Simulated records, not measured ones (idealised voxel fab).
This is a process module. Its name is voxel gate over fins.
The width of the displayed cross-section, cut, is 270 nm; its cells are square, with a size of 5 nm.
Cross-section format: a grid of square cells, given as bands from top to bottom; each band is one or more rows of cells.
Per band: top height and bottom height in nm, followed by the left-to-right materials and their widths in nm; "all across" marks a single material spanning edge to edge, "blank" marks empty space.
The level at which height equals 0 is the one under which the wafer, as it arrives, is entirely one material. No lower edge exists for the bottom band, which continues downward and is notated as in "0 -> down".
Quick explanation for "30->40": the width changes in equal steps down the rows of cells, from the first number in the band's top row to the second number in its bottom row.
Key: "no change" - step with no changed cell in the cross-section.
"Enclosed empty spaces": sealed empty spaces, 8 cells or more, no open way to top, listed width x height at distance, with distance from the left edge and width, height and distance in nm.
after a step's settings: what the simulator itself notes on the step
overlay nm: step with mask; distance mask lay right of planned place; negative value = left of planned place.

-- This section lists the process steps that were planned
- 1: op RECEIVE | material Si
- 2: op CONFORMAL_DEP | material SiN | thk nm 10
- 3: op DIRECTIONAL_DEP | material aC | thk nm 15
- 4: op PATTERN | tone cover | mask id FINS | material resist | width nm 15 | pitch nm 45 | thk nm 30 | overlay nm 0
- 5: op DIRECTIONAL_ETCH | etch materials aC | depth nm 15
- 6: op STRIP | etch materials resist
- 7: op DIRECTIONAL_ETCH | etch materials SiN | depth nm 10
- 8: op DIRECTIONAL_ETCH | etch materials Si | depth nm 30
- 9: op STRIP | etch materials aC
- 10: op FILL_DEP | material SiO2 | thk nm 10
- 11: op CMP | height nm 10
- 12: op SELECTIVE_ETCH | etch materials SiO2 | depth nm 25
- 13: op STRIP | etch materials SiN
- 14: op CONFORMAL_DEP | material HfO2 | thk nm 5
- 15: op CONFORMAL_DEP | material TiN | thk nm 5
- 16: op FILL_DEP | material W | thk nm 10
- 17: op CMP | height nm 15
- 18: op CONFORMAL_DEP | material SiCN | thk nm 10

-- As-received state of the wafer in cross-section, equivalent to post-step 1
> 0 -> down | Si all across
> Enclosed empty spaces: none

-- Post-module cross-section of the first of two wafers (run per plan)
> 25 -> 15 | SiCN all across
> 15 -> 10 | W all across
> 10 -> 5 | W: 50 | TiN: 35 | W: 10 | TiN: 35 | W: 10 | TiN: 35 | W: 10 | TiN: 35 | W: 50
> 5 -> 0 | W: 50 | TiN: 5 | HfO2: 25 | TiN: 5 | W: 10 | TiN: 5 | HfO2: 25 | TiN: 5 | W: 10 | TiN: 5 | HfO2: 25 | TiN: 5 | W: 10 | TiN: 5 | HfO2: 25 | TiN: 5 | W: 50
> 0 -> -5 | W: 50 | TiN: 5 | HfO2: 5 | Si: 15 | HfO2: 5 | TiN: 5 | W: 10 | TiN: 5 | HfO2: 5 | Si: 15 | HfO2: 5 | TiN: 5 | W: 10 | TiN: 5 | HfO2: 5 | Si: 15 | HfO2: 5 | TiN: 5 | W: 10 | TiN: 5 | HfO2: 5 | Si: 15 | HfO2: 5 | TiN: 5 | W: 50
> -5 -> -10 | TiN: 55 | HfO2: 5 | Si: 15 | HfO2: 5 | TiN: 20 | HfO2: 5 | Si: 15 | HfO2: 5 | TiN: 20 | HfO2: 5 | Si: 15 | HfO2: 5 | TiN: 20 | HfO2: 5 | Si: 15 | HfO2: 5 | TiN: 55
> -10 -> -15 | HfO2: 60 | Si: 15 | HfO2: 30 | Si: 15 | HfO2: 30 | Si: 15 | HfO2: 30 | Si: 15 | HfO2: 60
> -15 -> -30 | SiO2: 60 | Si: 15 | SiO2: 30 | Si: 15 | SiO2: 30 | Si: 15 | SiO2: 30 | Si: 15 | SiO2: 60
> -30 -> down | Si all across
> Enclosed empty spaces: none

-- Wafer two cross-section, module end. Start and plan unchanged from wafer one; one mistake made during the run
> 25 -> 15 | SiCN all across
> 15 -> 10 | W all across
> 10 -> 5 | W: 50 | TiN: 35 | W: 10 | TiN: 35 | W: 10 | TiN: 35 | W: 10 | TiN: 35 | W: 50
> 5 -> 0 | W: 50 | TiN: 5 | HfO2: 25 | TiN: 5 | W: 10 | TiN: 5 | HfO2: 25 | TiN: 5 | W: 10 | TiN: 5 | HfO2: 25 | TiN: 5 | W: 10 | TiN: 5 | HfO2: 25 | TiN: 5 | W: 50
> 0 -> -5 | W: 50 | TiN: 5 | HfO2: 5 | Si: 15 | HfO2: 5 | TiN: 5 | W: 10 | TiN: 5 | HfO2: 5 | Si: 15 | HfO2: 5 | TiN: 5 | W: 10 | TiN: 5 | HfO2: 5 | Si: 15 | HfO2: 5 | TiN: 5 | W: 10 | TiN: 5 | HfO2: 5 | Si: 15 | HfO2: 5 | TiN: 5 | W: 50
> -5 -> -10 | TiN: 45 | W: 5 | TiN: 5 | HfO2: 5 | Si: 15 | HfO2: 5 | TiN: 5 | W: 10 | TiN: 5 | HfO2: 5 | Si: 15 | HfO2: 5 | TiN: 5 | W: 10 | TiN: 5 | HfO2: 5 | Si: 15 | HfO2: 5 | TiN: 5 | W: 10 | TiN: 5 | HfO2: 5 | Si: 15 | HfO2: 5 | TiN: 5 | W: 5 | TiN: 45
> -10 -> -15 | HfO2: 40 | TiN: 5 | W: 5 | TiN: 5 | HfO2: 5 | Si: 15 | HfO2: 5 | TiN: 5 | W: 10 | TiN: 5 | HfO2: 5 | Si: 15 | HfO2: 5 | TiN: 5 | W: 10 | TiN: 5 | HfO2: 5 | Si: 15 | HfO2: 5 | TiN: 5 | W: 10 | TiN: 5 | HfO2: 5 | Si: 15 | HfO2: 5 | TiN: 5 | W: 5 | TiN: 5 | HfO2: 40
> -15 -> -20 | SiO2: 35 | HfO2: 5 | TiN: 15 | HfO2: 5 | Si: 15 | HfO2: 5 | TiN: 20 | HfO2: 5 | Si: 15 | HfO2: 5 | TiN: 20 | HfO2: 5 | Si: 15 | HfO2: 5 | TiN: 20 | HfO2: 5 | Si: 15 | HfO2: 5 | TiN: 15 | HfO2: 5 | SiO2: 35
> -20 -> -25 | SiO2: 35 | HfO2: 25 | Si: 15 | HfO2: 30 | Si: 15 | HfO2: 30 | Si: 15 | HfO2: 30 | Si: 15 | HfO2: 25 | SiO2: 35
> -25 -> -30 | SiO2: 60 | Si: 15 | SiO2: 30 | Si: 15 | SiO2: 30 | Si: 15 | SiO2: 30 | Si: 15 | SiO2: 60
> -30 -> down | Si all across
> Enclosed empty spaces: none
Heads up, the wafer didn't run the way we planned it: note: step 12 <-> step 13, run order reversed vs plan
FYI, end of process, the second wafer has more or fewer cells of some materials than the first: +20 HfO2, -56 SiO2, +20 TiN, +16 W
